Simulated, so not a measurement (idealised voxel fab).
Name of the process module below: voxel transistor to metal
The width of the displayed cross-section, cut, is 295 nm; its cells are square, with a size of 5 nm.
Reading order for cross-sections: top band down to bottom band. Underlying form: a grid of square cells. Band size: one or more rows of cells. Top, bottom (nm), then materials left to right with widths (nm); lone material tagged "full width" fills the whole band edge to edge; "blank" = empty space. Convention: height 0 is the level below which the wafer, as received, is all one material. The lowest band does not terminate at the bottom but continues downward, represented as "top 0, no bottom". Width "30 to 40": first value at the band's top row of cells, second value at its bottom row, equal change from row to row. What does "no modifications" mean for a step? It means no cell of the cross-section changed in that step. The entry "Enclosed cavity list" lists the empty spaces that cover at least 8 cells and have no open path to the top. Each is written as width x height at distance, where the distance is measured from the left edge and all three values are in nm. On each step's line, the part that comes after the settings is the simulator's own comment on the step. A step's line can hold "overlay nm"; with a mask on that step, the setting says how far right of the planned place the mask lay, while a negative setting says it lay to the left. Guide to the pairs. Each holds a before and an after cross-section around one process step; the after cross-section is cut off at the lowest band that changed. Look under the pair for the step between them and its settings. Pairs can come from different runs of this module on the same starting wafer, so a pair follows on from the one above it only where its entry headed "Before the process" says it does.

## Before the process
top 25, bottom 15  SiO2=25, then Ru=5, then W=10, then Ru=5, then SiO2=55, then Ru=5, then W=10, then Ru=5, then SiO2=50, then Ru=5, then W=10, then Ru=5, then SiO2=55, then Ru=5, then W=10, then Ru=5, then SiO2=30
top 15, bottom 5  SiO2=25, then Ru=5, then W=10, then Ru=5, then SiO2=10, then SiN=5, then HfO2=5, then TiN=5, then W=5, then TiN=5, then HfO2=5, then SiN=5, then SiO2=10, then Ru=5, then W=10, then Ru=5, then SiO2=50, then Ru=5, then W=10, then Ru=5, then SiO2=10, then SiN=5, then HfO2=5, then TiN=5, then W=5, then TiN=5, then HfO2=5, then SiN=5, then SiO2=10, then Ru=5, then W=10, then Ru=5, then SiO2=30
top 5, bottom 0  SiO2=25, then Ru=5, then W=10, then Ru=5, then SiO2=10, then SiN=5, then HfO2=5, then TiN=15, then HfO2=5, then SiN=5, then SiO2=10, then Ru=5, then W=10, then Ru=5, then SiO2=50, then Ru=5, then W=10, then Ru=5, then SiO2=10, then SiN=5, then HfO2=5, then TiN=15, then HfO2=5, then SiN=5, then SiO2=10, then Ru=5, then W=10, then Ru=5, then SiO2=30
top 0, bottom -5  SiO2=25, then Ru=20, then SiO2=5, then pSi=5, then HfO2=35, then pSi=5, then SiO2=5, then Ru=20, then SiO2=50, then Ru=20, then SiO2=5, then pSi=5, then HfO2=35, then pSi=5, then SiO2=5, then Ru=20, then SiO2=30
top -5, bottom -10  SiO2=20, then pSi=35, then Si=35, then pSi=35, then SiO2=40, then pSi=35, then Si=35, then pSi=35, then SiO2=25
top -10, bottom -35  SiO2=20, then Si=105, then SiO2=40, then Si=105, then SiO2=25
top -35, no bottom  Si full width
Enclosed cavity list: none

## Post-Process Section
top 30, bottom 25  SiN full width
Anything lower than 25 is untouched.
Enclosed cavity list: none
Step, pre vs post cross-sections above: CONFORMAL_DEP (material SiN; thk nm 5)

Before the process: Please consult the pair immediately above; the cross-section it shows after its step is the state before this step.

## Post-Process Section
top 50, bottom 30  lowk full width
Anything lower than 30 is untouched.
Enclosed cavity list: none
Step, pre vs post cross-sections above: DIRECTIONAL_DEP (material lowk; thk nm 20)

Before the process: Please consult the pair immediately above; the cross-section it shows after its step is the state before this step.

## Post-Process Section
top 50, bottom 30  lowk=25, then blank=20, then lowk=55, then blank=20, then lowk=50, then blank=20, then lowk=55, then blank=20, then lowk=30
Anything lower than 30 is untouched.
Enclosed cavity list: none
Step, pre vs post cross-sections above: MASKED_ETCH (tone open; mask id METAL_1; width nm 20; etch materials lowk; depth nm 20; overlay nm 0)

Before the process: Please consult the pair immediately above; the cross-section it shows after its step is the state before this step.

## Post-Process Section
top 50, bottom 30  lowk=25, then blank=20, then lowk=55, then blank=20, then lowk=50, then blank=20, then lowk=55, then blank=20, then lowk=30
top 30, bottom 25  SiN=25, then blank=20, then SiN=55, then blank=20, then SiN=50, then blank=20, then SiN=55, then blank=20, then SiN=30
Anything lower than 25 is untouched.
Enclosed cavity list: none
Step, pre vs post cross-sections above: MASKED_ETCH (tone open; mask id METAL_1; width nm 20; etch materials SiN; depth nm 5; overlay nm 0)

Before the process: Please consult the pair immediately above; the cross-section it shows after its step is the state before this step.

## Post-Process Section
top 55, bottom 50  TiN=30, then blank=10, then TiN=65, then blank=10, then TiN=60, then blank=10, then TiN=65, then blank=10, then TiN=35
top 50, bottom 30  lowk=25, then TiN=5, then blank=10, then TiN=5, then lowk=55, then TiN=5, then blank=10, then TiN=5, then lowk=50, then TiN=5, then blank=10, then TiN=5, then lowk=55, then TiN=5, then blank=10, then TiN=5, then lowk=30
top 30, bottom 25  SiN=25, then TiN=20, then SiN=55, then TiN=20, then SiN=50, then TiN=20, then SiN=55, then TiN=20, then SiN=30
Anything lower than 25 is untouched.
Enclosed cavity list: none
Step, pre vs post cross-sections above: CONFORMAL_DEP (material TiN; thk nm 5)

Before the process: Please consult the pair immediately above; the cross-section it shows after its step is the state before this step.

## Post-Process Section
top 60, bottom 55  Cu full width
top 55, bottom 50  TiN=30, then Cu=10, then TiN=65, then Cu=10, then TiN=60, then Cu=10, then TiN=65, then Cu=10, then TiN=35
top 50, bottom 30  lowk=25, then TiN=5, then Cu=10, then TiN=5, then lowk=55, then TiN=5, then Cu=10, then TiN=5, then lowk=50, then TiN=5, then Cu=10, then TiN=5, then lowk=55, then TiN=5, then Cu=10, then TiN=5, then lowk=30
Anything lower than 30 is untouched.
Enclosed cavity list: none
Step, pre vs post cross-sections above: FILL_DEP (material Cu; thk nm 5)

Before the process: Please consult the pair immediately above; the cross-section it shows after its step is the state before this step.

## Post-Process Section
top 50, bottom 30  lowk=25, then TiN=5, then Cu=10, then TiN=5, then lowk=55, then TiN=5, then Cu=10, then TiN=5, then lowk=50, then TiN=5, then Cu=10, then TiN=5, then lowk=55, then TiN=5, then Cu=10, then TiN=5, then lowk=30
Anything lower than 30 is untouched.
Enclosed cavity list: none
Step, pre vs post cross-sections above: CMP (height nm 50)

Before the process: Please consult the pair immediately above; the cross-section it shows after its step is the state before this step.

## Post-Process Section
top 55, bottom 50  blank=20, then Ru=30, then blank=45, then Ru=30, then blank=40, then Ru=30, then blank=45, then Ru=30, then blank=25
Anything lower than 50 is untouched.
Enclosed cavity list: none
Step, pre vs post cross-sections above: EPI (material Ru; thk nm 5)

Before the process: Please consult the pair immediately above; the cross-section it shows after its step is the state before this step.

## Post-Process Section
top 60, bottom 55  SiCN full width
top 55, bottom 50  SiCN=20, then Ru=30, then SiCN=45, then Ru=30, then SiCN=40, then Ru=30, then SiCN=45, then Ru=30, then SiCN=25
Anything lower than 50 is untouched.
Enclosed cavity list: none
Step, pre vs post cross-sections above: FILL_DEP (material SiCN; thk nm 5)

Before the process: Please consult the pair immediately above; the cross-section it shows after its step is the state before this step.

## Post-Process Section
top 85, bottom 60  lowk full width
Anything lower than 60 is untouched.
Enclosed cavity list: none
Step, pre vs post cross-sections above: DIRECTIONAL_DEP (material lowk; thk nm 25)

Before the process: Please consult the pair immediately above; the cross-section it shows after its step is the state before this step.

## Post-Process Section
top 85, bottom 60  lowk=25, then blank=15, then lowk=130, then blank=15, then lowk=110
Anything lower than 60 is untouched.
Enclosed cavity list: none
Step, pre vs post cross-sections above: MASKED_ETCH (tone open; mask id METAL_2_HOLES; width nm 15; pitch nm 145; etch materials lowk; depth nm 25; overlay nm 0)

Before the process: Please consult the pair immediately above; the cross-section it shows after its step is the state before this step.

## Post-Process Section
top 100, bottom 85  aC=25, then blank=15, then aC=130, then blank=15, then aC=110
top 85, bottom 75  lowk=25, then blank=15, then lowk=130, then blank=15, then lowk=110
top 75, bottom 60  lowk=25, then aC=15, then lowk=130, then aC=15, then lowk=110
Anything lower than 60 is untouched.
Enclosed cavity list: none
Step, pre vs post cross-sections above: DIRECTIONAL_DEP (material aC; thk nm 15)

Before the process: Please consult the pair immediately above; the cross-section it shows after its step is the state before this step.

## Post-Process Section
top 135, bottom 100  resist=25, then blank=20, then resist=125, then blank=20, then resist=105
Anything lower than 100 is untouched.
Enclosed cavity list: none
Step, pre vs post cross-sections above: PATTERN (tone open; mask id METAL_2; material resist; width nm 20; pitch nm 145; thk nm 35; overlay nm 0)

Before the process: Please consult the pair immediately above; the cross-section it shows after its step is the state before this step.

## Post-Process Section
top 120, bottom 100  resist=25, then blank=20, then resist=125, then blank=20, then resist=105
top 100, bottom 85  aC=25, then blank=20, then aC=125, then blank=20, then aC=105
top 85, bottom 60  lowk=25, then blank=15, then lowk=130, then blank=15, then lowk=110
Anything lower than 60 is untouched.
Enclosed cavity list: none
Step, pre vs post cross-sections above: DIRECTIONAL_ETCH (etch materials aC; depth nm 15)

Before the process: Please consult the pair immediately above; the cross-section it shows after its step is the state before this step.

## Post-Process Section
top 100, bottom 85  aC=25, then blank=20, then aC=125, then blank=20, then aC=105
Anything lower than 85 is untouched.
Enclosed cavity list: none
Step, pre vs post cross-sections above: STRIP (etch materials resist)

Before the process: Please consult the pair immediately above; the cross-section it shows after its step is the state before this step.

## Post-Process Section
top 100, bottom 85  aC=25, then blank=20, then aC=125, then blank=20, then aC=105
top 85, bottom 70  lowk=25, then blank=20, then lowk=125, then blank=20, then lowk=105
Anything lower than 70 is untouched.
Enclosed cavity list: none
Step, pre vs post cross-sections above: DIRECTIONAL_ETCH (etch materials lowk; depth nm 15)

Before the process: Please consult the pair immediately above; the cross-section it shows after its step is the state before this step.

## Post-Process Section
top 100, bottom 85  aC=25, then blank=20, then aC=125, then blank=20, then aC=105
top 85, bottom 70  lowk=25, then blank=20, then lowk=125, then blank=20, then lowk=105
top 70, bottom 60  lowk=25, then blank=15, then lowk=130, then blank=15, then lowk=110
top 60, bottom 55  SiCN=25, then blank=15, then SiCN=130, then blank=15, then SiCN=110
Anything lower than 55 is untouched.
Enclosed cavity list: none
Step, pre vs post cross-sections above: DIRECTIONAL_ETCH (etch materials SiCN; depth nm 5)

Before the process: Please consult the pair immediately above; the cross-section it shows after its step is the state before this step.

## Post-Process Section
top 85, bottom 70  lowk=25, then blank=20, then lowk=125, then blank=20, then lowk=105
Anything lower than 70 is untouched.
Enclosed cavity list: none
Step, pre vs post cross-sections above: STRIP (etch materials aC)

Before the process: Please consult the pair immediately above; the cross-section it shows after its step is the state before this step.

## Post-Process Section
top 90, bottom 85  TiN=30, then blank=10, then TiN=135, then blank=10, then TiN=110
top 85, bottom 75  lowk=25, then TiN=5, then blank=10, then TiN=5, then lowk=125, then TiN=5, then blank=10, then TiN=5, then lowk=105
top 75, bottom 70  lowk=25, then TiN=5, then blank=5, then TiN=10, then lowk=125, then TiN=5, then blank=5, then TiN=10, then lowk=105
top 70, bottom 60  lowk=25, then TiN=5, then blank=5, then TiN=5, then lowk=130, then TiN=5, then blank=5, then TiN=5, then lowk=110
top 60, bottom 55  SiCN=25, then TiN=15, then SiCN=130, then TiN=15, then SiCN=110
Anything lower than 55 is untouched.
Enclosed cavity list: none
Step, pre vs post cross-sections above: CONFORMAL_DEP (material TiN; thk nm 5)

Before the process: Please consult the pair immediately above; the cross-section it shows after its step is the state before this step.

## Post-Process Section
top 100, bottom 90  Cu full width
top 90, bottom 85  TiN=30, then Cu=10, then TiN=135, then Cu=10, then TiN=110
top 85, bottom 75  lowk=25, then TiN=5, then Cu=10, then TiN=5, then lowk=125, then TiN=5, then Cu=10, then TiN=5, then lowk=105
top 75, bottom 70  lowk=25, then TiN=5, then Cu=5, then TiN=10, then lowk=125, then TiN=5, then Cu=5, then TiN=10, then lowk=105
top 70, bottom 60  lowk=25, then TiN=5, then Cu=5, then TiN=5, then lowk=130, then TiN=5, then Cu=5, then TiN=5, then lowk=110
Anything lower than 60 is untouched.
Enclosed cavity list: none
Step, pre vs post cross-sections above: FILL_DEP (material Cu; thk nm 10)

Before the process: Please consult the pair immediately above; the cross-section it shows after its step is the state before this step.

## Post-Process Section
top 85, bottom 75  lowk=25, then TiN=5, then Cu=10, then TiN=5, then lowk=125, then TiN=5, then Cu=10, then TiN=5, then lowk=105
Anything lower than 75 is untouched.
Enclosed cavity list: none
Step, pre vs post cross-sections above: CMP (height nm 85)

Before the process: Please consult the pair immediately above; the cross-section it shows after its step is the state before this step.

## Post-Process Section
top 90, bottom 85  SiN full width
Anything lower than 85 is untouched.
Enclosed cavity list: none
Step, pre vs post cross-sections above: CONFORMAL_DEP (material SiN; thk nm 5)

## Before the process
top 100, bottom 85  aC=25, then blank=15, then aC=130, then blank=15, then aC=110
top 85, bottom 75  lowk=25, then blank=15, then lowk=130, then blank=15, then lowk=110
top 75, bottom 60  lowk=25, then aC=15, then lowk=130, then aC=15, then lowk=110
top 60, bottom 55  SiCN full width
top 55, bottom 50  SiCN=20, then Ru=30, then SiCN=45, then Ru=30, then SiCN=40, then Ru=30, then SiCN=45, then Ru=30, then SiCN=25
top 50, bottom 30  lowk=25, then TiN=5, then Cu=10, then TiN=5, then lowk=55, then TiN=5, then Cu=10, then TiN=5, then lowk=50, then TiN=5, then Cu=10, then TiN=5, then lowk=55, then TiN=5, then Cu=10, then TiN=5, then lowk=30
top 30, bottom 25  SiN=25, then TiN=20, then SiN=55, then TiN=20, then SiN=50, then TiN=20, then SiN=55, then TiN=20, then SiN=30
top 25, bottom 15  SiO2=25, then TiN=5, then W=10, then TiN=5, then SiO2=55, then TiN=5, then W=10, then TiN=5, then SiO2=50, then TiN=5, then W=10, then TiN=5, then SiO2=55, then TiN=5, then W=10, then TiN=5, then SiO2=30
top 15, bottom 5  SiO2=25, then TiN=5, then W=10, then TiN=5, then SiO2=10, then SiN=5, then HfO2=5, then TiN=5, then W=5, then TiN=5, then HfO2=5, then SiN=5, then SiO2=10, then TiN=5, then W=10, then TiN=5, then SiO2=50, then TiN=5, then W=10, then TiN=5, then SiO2=10, then SiN=5, then HfO2=5, then TiN=5, then W=5, then TiN=5, then HfO2=5, then SiN=5, then SiO2=10, then TiN=5, then W=10, then TiN=5, then SiO2=30
top 5, bottom 0  SiO2=25, then TiN=5, then W=10, then TiN=5, then SiO2=10, then SiN=5, then HfO2=5, then TiN=15, then HfO2=5, then SiN=5, then SiO2=10, then TiN=5, then W=10, then TiN=5, then SiO2=50, then TiN=5, then W=10, then TiN=5, then SiO2=10, then SiN=5, then HfO2=5, then TiN=15, then HfO2=5, then SiN=5, then SiO2=10, then TiN=5, then W=10, then TiN=5, then SiO2=30
top 0, bottom -5  SiO2=25, then TiN=20, then SiO2=5, then pSi=5, then HfO2=35, then pSi=5, then SiO2=5, then TiN=20, then SiO2=50, then TiN=20, then SiO2=5, then pSi=5, then HfO2=35, then pSi=5, then SiO2=5, then TiN=20, then SiO2=30
top -5, bottom -10  SiO2=20, then pSi=35, then Si=35, then pSi=35, then SiO2=40, then pSi=35, then Si=35, then pSi=35, then SiO2=25
top -10, bottom -35  SiO2=20, then Si=105, then SiO2=40, then Si=105, then SiO2=25
top -35, no bottom  Si full width
Enclosed cavity list: none

## Post-Process Section
top 135, bottom 100  blank=25, then resist=20, then blank=125, then resist=20, then blank=105
top 100, bottom 85  aC=25, then resist=15, then aC=130, then resist=15, then aC=110
top 85, bottom 75  lowk=25, then resist=15, then lowk=130, then resist=15, then lowk=110
Anything lower than 75 is untouched.
Enclosed cavity list: none
Step, pre vs post cross-sections above: PATTERN (tone cover; mask id METAL_2; material resist; width nm 20; pitch nm 145; thk nm 35; overlay nm 0)

Before the process: Please consult the pair immediately above; the cross-section it shows after its step is the state before this step.

## Post-Process Section
top 120, bottom 100  blank=25, then resist=20, then blank=125, then resist=20, then blank=105
top 100, bottom 85  blank=25, then resist=15, then aC=5, then blank=125, then resist=15, then aC=5, then blank=105
Anything lower than 85 is untouched.
Enclosed cavity list: none
Step, pre vs post cross-sections above: DIRECTIONAL_ETCH (etch materials aC; depth nm 15)

Before the process: Please consult the pair immediately above; the cross-section it shows after its step is the state before this step.

## Post-Process Section
top 100, bottom 85  blank=40, then aC=5, then blank=140, then aC=5, then blank=105
top 85, bottom 75  lowk=25, then blank=15, then lowk=130, then blank=15, then lowk=110
Anything lower than 75 is untouched.
Enclosed cavity list: none
Step, pre vs post cross-sections above: STRIP (etch materials resist)

Before the process: Please consult the pair immediately above; the cross-section it shows after its step is the state before this step.

## Post-Process Section
top 100, bottom 85  blank=40, then aC=5, then blank=140, then aC=5, then blank=105
top 85, bottom 75  blank=40, then lowk=5, then blank=140, then lowk=5, then blank=105
top 75, bottom 70  blank=25, then aC=15, then lowk=5, then blank=125, then aC=15, then lowk=5, then blank=105
Anything lower than 70 is untouched.
Enclosed cavity list: none
Step, pre vs post cross-sections above: DIRECTIONAL_ETCH (etch materials lowk; depth nm 15)

Before the process: Please consult the pair immediately above; the cross-section it shows after its step is the state before this step.

## Post-Process Section
top 85, bottom 70  blank=40, then lowk=5, then blank=140, then lowk=5, then blank=105
top 70, bottom 60  lowk=25, then blank=15, then lowk=130, then blank=15, then lowk=110
Anything lower than 60 is untouched.
Enclosed cavity list: none
Step, pre vs post cross-sections above: STRIP (etch materials aC)

Before the process: Please consult the pair immediately above; the cross-section it shows after its step is the state before this step.

## Post-Process Section
top 90, bottom 85  blank=35, then TiN=15, then blank=130, then TiN=15, then blank=100
top 85, bottom 75  blank=35, then TiN=5, then lowk=5, then TiN=5, then blank=130, then TiN=5, then lowk=5, then TiN=5, then blank=100
top 75, bottom 70  TiN=30, then blank=5, then TiN=5, then lowk=5, then TiN=130, then blank=5, then TiN=5, then lowk=5, then TiN=105
top 70, bottom 65  lowk=25, then TiN=5, then blank=5, then TiN=5, then lowk=130, then TiN=5, then blank=5, then TiN=5, then lowk=110
top 65, bottom 60  lowk=25, then TiN=15, then lowk=130, then TiN=15, then lowk=110
Anything lower than 60 is untouched.
Enclosed cavity list: none
Step, pre vs post cross-sections above: CONFORMAL_DEP (material TiN; thk nm 5)

Before the process: Please consult the pair immediately above; the cross-section it shows after its step is the state before this step.

## Post-Process Section
top 100, bottom 90  Cu full width
top 90, bottom 85  Cu=35, then TiN=15, then Cu=130, then TiN=15, then Cu=100
top 85, bottom 75  Cu=35, then TiN=5, then lowk=5, then TiN=5, then Cu=130, then TiN=5, then lowk=5, then TiN=5, then Cu=100
top 75, bottom 70  TiN=30, then Cu=5, then TiN=5, then lowk=5, then TiN=130, then Cu=5, then TiN=5, then lowk=5, then TiN=105
top 70, bottom 65  lowk=25, then TiN=5, then Cu=5, then TiN=5, then lowk=130, then TiN=5, then Cu=5, then TiN=5, then lowk=110
Anything lower than 65 is untouched.
Enclosed cavity list: none
Step, pre vs post cross-sections above: FILL_DEP (material Cu; thk nm 10)

Before the process: Please consult the pair immediately above; the cross-section it shows after its step is the state before this step.

## Post-Process Section
top 85, bottom 75  Cu=35, then TiN=5, then lowk=5, then TiN=5, then Cu=130, then TiN=5, then lowk=5, then TiN=5, then Cu=100
Anything lower than 75 is untouched.
Enclosed cavity list: none
Step, pre vs post cross-sections above: CMP (height nm 85)

Before the process: Please consult the pair immediately above; the cross-section it shows after its step is the state before this step.

## Post-Process Section
top 90, bottom 85  SiN full width
Anything lower than 85 is untouched.
Enclosed cavity list: none
Step, pre vs post cross-sections above: CONFORMAL_DEP (material SiN; thk nm 5)
